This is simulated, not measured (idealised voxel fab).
Title: Process Module voxel fin reveal
Section cut is 155 nm wide and gridded with 5 nm square cells.
Think of the cross-section as a grid of square cells. We describe it in bands, top to bottom, and each band covers one or more rows of those cells.
Top height, bottom height, nm. Materials left to right, width each, nm. Single material + "all across" = fills band edge to edge. "empty" = empty.
Note: height 0 marks the level under which the wafer is uniformly one material as received. Lowest band unbounded below, written "0..down".
Read "30..40" as a graded width: first number on top, second number at the bottom, same change between each pair of neighbouring rows.
What does "all unchanged" mean for a step? It means no cell of the cross-section changed in that step.
If an empty space has no open way to the top and is at least 8 cells in size, "Sealed void list" lists it, written width x height at distance, where distance is measured from the left edge and every value is in nm.
Read whatever lies past the settings on a step's line as the simulator's own remark about the step.
Each step line may optionally specify "overlay nm", which for a step with a mask gives the rightward distance between the mask's planned place and where it lay, a negative value indicating the leftward direction.
These are the steps we planned for the process:
1. RECEIVE [material Si]
2. CONFORMAL_DEP [material SiN] [thk nm 5]
3. DIRECTIONAL_DEP [material aC] [thk nm 15]
4. PATTERN [tone cover] [mask id FINS] [material resist] [width nm 15] [pitch nm 40] [thk nm 35] [overlay nm 0]
5. DIRECTIONAL_ETCH [etch materials aC] [depth nm 15]
6. STRIP [etch materials resist]
7. DIRECTIONAL_ETCH [etch materials SiN] [depth nm 5]
8. DIRECTIONAL_ETCH [etch materials Si] [depth nm 35]
9. STRIP [etch materials aC]
10. FILL_DEP [material SiO2] [thk nm 10]
11. CMP [height nm 5]
12. SELECTIVE_ETCH [etch materials SiO2] [depth nm 15]
13. STRIP [etch materials SiN]
14. CONFORMAL_DEP [material SiO2] [thk nm 5]
Shown in cross-section is the wafer as received, that is, as it stands after step 1:
- 0..down: Si all across
- Sealed void list: none
End-of-module cross-section. Starting structure and process plan as above; one mistake made in running it:
- 0..-10: 50 nm empty; 15 nm Si; 25 nm empty; 15 nm Si; 50 nm empty
- -10..-35: 50 nm SiO2; 15 nm Si; 25 nm SiO2; 15 nm Si; 50 nm SiO2
- -35..down: Si all across
- Sealed void list: none
Run error: step 14 of the plan did not run at all; it was left out
